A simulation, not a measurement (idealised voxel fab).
This section sets out a process module, namely voxel self aligned vias.
205 nm wide, 5 nm square cells: that's cross-section cut.
For the purposes of this document, a cross-section shall be understood as a grid of square cells, specified as bands listed in top-to-bottom order, each band consisting of one or more rows of cells. Within each band entry, the heights of the top and of the bottom of the band appear first, in that order and in nm; the materials of the band then follow from left to right, each with its corresponding width in nm. The designation "full width" on a single material indicates that it fills the band from edge to edge; the designation "empty" indicates empty space. Height 0 is the level under which the wafer as received is all one material. The lowest band goes on downwards, as in "0 down". A width given as "30 to 40" starts at the first number in the band's top row and ends at the second number in its bottom row, shifting by an equal amount at every step from row to row. Step marked "identical to before"? Then no cell in the cross-section changed in it. "Trapped void list" means: voids of 8 cells or more that are shut off from the top with no open way through. Written width x height at distance, distance from the left edge, in nm. Step line, after settings: the simulator's comment on this step. overlay nm: step with mask; distance mask lay right of planned place; negative value = left of planned place.

**Planned process steps**
| 1 | RECEIVE,material Si |
| 2 | CONFORMAL_DEP,material SiO2,thk nm 10 |
| 3 | CONFORMAL_DEP,material SiCN,thk nm 5 |
| 4 | DIRECTIONAL_DEP,material lowk,thk nm 30 |
| 5 | PATTERN,tone open,mask id LINES,material resist,width nm 20,pitch nm 55,thk nm 15,overlay nm 0 |
| 6 | DIRECTIONAL_ETCH,etch materials lowk,depth nm 30 |
| 7 | STRIP,etch materials resist |
| 8 | CONFORMAL_DEP,material TiN,thk nm 5 |
| 9 | FILL_DEP,material W,thk nm 5 |
| 10 | CMP,height nm 45 |
| 11 | SELECTIVE_ETCH,etch materials W Ru TiN,depth nm 10 |
| 12 | FILL_DEP,material SiN,thk nm 10 |
| 13 | CMP,height nm 45 |
| 14 | DIRECTIONAL_DEP,material lowk,thk nm 20 |
| 15 | DIRECTIONAL_DEP,material aC,thk nm 10 |
| 16 | PATTERN,tone open,mask id VIAS,material resist,width nm 30,pitch nm 55,thk nm 30,overlay nm 0 |
| 17 | DIRECTIONAL_ETCH,etch materials aC,depth nm 10 |
| 18 | STRIP,etch materials resist |
| 19 | DIRECTIONAL_ETCH,etch materials lowk,depth nm 20 |
| 20 | DIRECTIONAL_ETCH,etch materials SiN,depth nm 10 |
| 21 | STRIP,etch materials aC |
| 22 | CONFORMAL_DEP,material TiN,thk nm 5 |
| 23 | FILL_DEP,material Ru,thk nm 5 |
| 24 | CMP,height nm 65 |
| 25 | CONFORMAL_DEP,material SiCN,thk nm 5 |

**Concerning the first of two wafers, which was run in accordance with the plan**

**Cross-section, incoming material, after step 1**
> 0 down: Si full width
> Trapped void list: none

**State of the wafer after step 2, shown in cross-section**
> 10 to 0: SiO2 full width
> Note: structure below 0 unchanged.

**State of the wafer after step 3, shown in cross-section**
> 15 to 10: SiCN full width
> Note: structure below 10 unchanged.

**State of the wafer after step 4, shown in cross-section**
> 45 to 15: lowk full width
> Note: structure below 15 unchanged.

**State of the wafer after step 5, shown in cross-section**
> 60 to 45: resist 35; empty 20; resist 35; empty 20; resist 35; empty 20; resist 40
> Note: structure below 45 unchanged.

**State of the wafer after step 6, shown in cross-section**
> 60 to 45: resist 35; empty 20; resist 35; empty 20; resist 35; empty 20; resist 40
> 45 to 15: lowk 35; empty 20; lowk 35; empty 20; lowk 35; empty 20; lowk 40
> Note: structure below 15 unchanged.

**State of the wafer after step 7, shown in cross-section**
> 45 to 15: lowk 35; empty 20; lowk 35; empty 20; lowk 35; empty 20; lowk 40
> Note: structure below 15 unchanged.

**State of the wafer after step 8, shown in cross-section**
> 50 to 45: TiN 40; empty 10; TiN 45; empty 10; TiN 45; empty 10; TiN 45
> 45 to 20: lowk 35; TiN 5; empty 10; TiN 5; lowk 35; TiN 5; empty 10; TiN 5; lowk 35; TiN 5; empty 10; TiN 5; lowk 40
> 20 to 15: lowk 35; TiN 20; lowk 35; TiN 20; lowk 35; TiN 20; lowk 40
> Note: structure below 15 unchanged.

**State of the wafer after step 9, shown in cross-section**
> 55 to 50: W full width
> 50 to 45: TiN 40; W 10; TiN 45; W 10; TiN 45; W 10; TiN 45
> 45 to 20: lowk 35; TiN 5; W 10; TiN 5; lowk 35; TiN 5; W 10; TiN 5; lowk 35; TiN 5; W 10; TiN 5; lowk 40
> Note: structure below 20 unchanged.

**State of the wafer after step 10, shown in cross-section**
> 45 to 20: lowk 35; TiN 5; W 10; TiN 5; lowk 35; TiN 5; W 10; TiN 5; lowk 35; TiN 5; W 10; TiN 5; lowk 40
> Note: structure below 20 unchanged.

**State of the wafer after step 11, shown in cross-section**
> 45 to 35: lowk 35; empty 20; lowk 35; empty 20; lowk 35; empty 20; lowk 40
> Note: structure below 35 unchanged.

**State of the wafer after step 12, shown in cross-section**
> 55 to 45: SiN full width
> 45 to 35: lowk 35; SiN 20; lowk 35; SiN 20; lowk 35; SiN 20; lowk 40
> Note: structure below 35 unchanged.

**State of the wafer after step 13, shown in cross-section**
> 45 to 35: lowk 35; SiN 20; lowk 35; SiN 20; lowk 35; SiN 20; lowk 40
> Note: structure below 35 unchanged.

**State of the wafer after step 14, shown in cross-section**
> 65 to 45: lowk full width
> Note: structure below 45 unchanged.

**State of the wafer after step 15, shown in cross-section**
> 75 to 65: aC full width
> Note: structure below 65 unchanged.

**State of the wafer after step 16, shown in cross-section**
> 105 to 75: resist 30; empty 30; resist 25; empty 30; resist 25; empty 30; resist 35
> Note: structure below 75 unchanged.

**State of the wafer after step 17, shown in cross-section**
> 95 to 75: resist 30; empty 30; resist 25; empty 30; resist 25; empty 30; resist 35
> 75 to 65: aC 30; empty 30; aC 25; empty 30; aC 25; empty 30; aC 35
> Note: structure below 65 unchanged.

**State of the wafer after step 18, shown in cross-section**
> 75 to 65: aC 30; empty 30; aC 25; empty 30; aC 25; empty 30; aC 35
> Note: structure below 65 unchanged.

**State of the wafer after step 19, shown in cross-section**
> 75 to 65: aC 30; empty 30; aC 25; empty 30; aC 25; empty 30; aC 35
> 65 to 45: lowk 30; empty 30; lowk 25; empty 30; lowk 25; empty 30; lowk 35
> Note: structure below 45 unchanged.

**State of the wafer after step 20, shown in cross-section**
> 75 to 65: aC 30; empty 30; aC 25; empty 30; aC 25; empty 30; aC 35
> 65 to 45: lowk 30; empty 30; lowk 25; empty 30; lowk 25; empty 30; lowk 35
> 45 to 35: lowk 35; empty 20; lowk 35; empty 20; lowk 35; empty 20; lowk 40
> Note: structure below 35 unchanged.

**State of the wafer after step 21, shown in cross-section**
> 65 to 45: lowk 30; empty 30; lowk 25; empty 30; lowk 25; empty 30; lowk 35
> Note: structure below 45 unchanged.

**State of the wafer after step 22, shown in cross-section**
> 70 to 65: TiN 35; empty 20; TiN 35; empty 20; TiN 35; empty 20; TiN 40
> 65 to 50: lowk 30; TiN 5; empty 20; TiN 5; lowk 25; TiN 5; empty 20; TiN 5; lowk 25; TiN 5; empty 20; TiN 5; lowk 35
> 50 to 40: lowk 30 to 35; TiN 10 to 5; empty 10; TiN 10 to 5; lowk 25 to 35; TiN 10 to 5; empty 10; TiN 10 to 5; lowk 25 to 35; TiN 10 to 5; empty 10; TiN 10 to 5; lowk 35 to 40
> 40 to 35: lowk 35; TiN 20; lowk 35; TiN 20; lowk 35; TiN 20; lowk 40
> Note: structure below 35 unchanged.

**State of the wafer after step 23, shown in cross-section**
> 75 to 70: Ru full width
> 70 to 65: TiN 35; Ru 20; TiN 35; Ru 20; TiN 35; Ru 20; TiN 40
> 65 to 50: lowk 30; TiN 5; Ru 20; TiN 5; lowk 25; TiN 5; Ru 20; TiN 5; lowk 25; TiN 5; Ru 20; TiN 5; lowk 35
> 50 to 40: lowk 30 to 35; TiN 10 to 5; Ru 10; TiN 10 to 5; lowk 25 to 35; TiN 10 to 5; Ru 10; TiN 10 to 5; lowk 25 to 35; TiN 10 to 5; Ru 10; TiN 10 to 5; lowk 35 to 40
> Note: structure below 40 unchanged.

**State of the wafer after step 24, shown in cross-section**
> 65 to 50: lowk 30; TiN 5; Ru 20; TiN 5; lowk 25; TiN 5; Ru 20; TiN 5; lowk 25; TiN 5; Ru 20; TiN 5; lowk 35
> Note: structure below 50 unchanged.

**State of the wafer after step 25, shown in cross-section**
> 70 to 65: SiCN full width
> Note: structure below 65 unchanged.

**Companion wafer, the second of two: same beginning, same intended sequence, one mistake in carrying it out; through step 18 inclusive it tracks the first exactly**

**At the planned end of step 19, the second wafer in cross-section**
> 75 to 65: aC 30; empty 30; aC 25; empty 30; aC 25; empty 30; aC 35
> 65 to 45: lowk 30; empty 30; lowk 25; empty 30; lowk 25; empty 30; lowk 35
> 45 to 35: lowk 30; empty 5; SiN 20; empty 5; lowk 25; empty 5; SiN 20; empty 5; lowk 25; empty 5; SiN 20; empty 5; lowk 35
> 35 to 25: lowk 30; empty 5; TiN 5; W 10; TiN 5; empty 5; lowk 25; empty 5; TiN 5; W 10; TiN 5; empty 5; lowk 25; empty 5; TiN 5; W 10; TiN 5; empty 5; lowk 35
> Note: structure below 25 unchanged.

**At the planned end of step 20, the second wafer in cross-section**
> 75 to 65: aC 30; empty 30; aC 25; empty 30; aC 25; empty 30; aC 35
> 65 to 35: lowk 30; empty 30; lowk 25; empty 30; lowk 25; empty 30; lowk 35
> Note: structure below 35 unchanged.

**At the planned end of step 21, the second wafer in cross-section**
> 65 to 35: lowk 30; empty 30; lowk 25; empty 30; lowk 25; empty 30; lowk 35
> Note: structure below 35 unchanged.

**At the planned end of step 22, the second wafer in cross-section**
> 70 to 65: TiN 35; empty 20; TiN 35; empty 20; TiN 35; empty 20; TiN 40
> 65 to 40: lowk 30; TiN 5; empty 20; TiN 5; lowk 25; TiN 5; empty 20; TiN 5; lowk 25; TiN 5; empty 20; TiN 5; lowk 35
> 40 to 35: lowk 30; TiN 30; lowk 25; TiN 30; lowk 25; TiN 30; lowk 35
> 35 to 25: lowk 30; TiN 10; W 10; TiN 10; lowk 25; TiN 10; W 10; TiN 10; lowk 25; TiN 10; W 10; TiN 10; lowk 35
> Note: structure below 25 unchanged.

**At the planned end of step 23, the second wafer in cross-section**
> 75 to 70: Ru full width
> 70 to 65: TiN 35; Ru 20; TiN 35; Ru 20; TiN 35; Ru 20; TiN 40
> 65 to 40: lowk 30; TiN 5; Ru 20; TiN 5; lowk 25; TiN 5; Ru 20; TiN 5; lowk 25; TiN 5; Ru 20; TiN 5; lowk 35
> Note: structure below 40 unchanged.

**At the planned end of step 24, the second wafer in cross-section**
> 65 to 40: lowk 30; TiN 5; Ru 20; TiN 5; lowk 25; TiN 5; Ru 20; TiN 5; lowk 25; TiN 5; Ru 20; TiN 5; lowk 35
> Note: structure below 40 unchanged.

**At the planned end of step 25, the second wafer in cross-section**
> 70 to 65: SiCN full width
> Note: structure below 65 unchanged.
Here's what went sideways: step 19 from the plan got run twice
Wafer comparison, final, in cells, second relative to first, materials more or fewer: 12 more of Ru | 12 more of TiN | 24 fewer of lowk
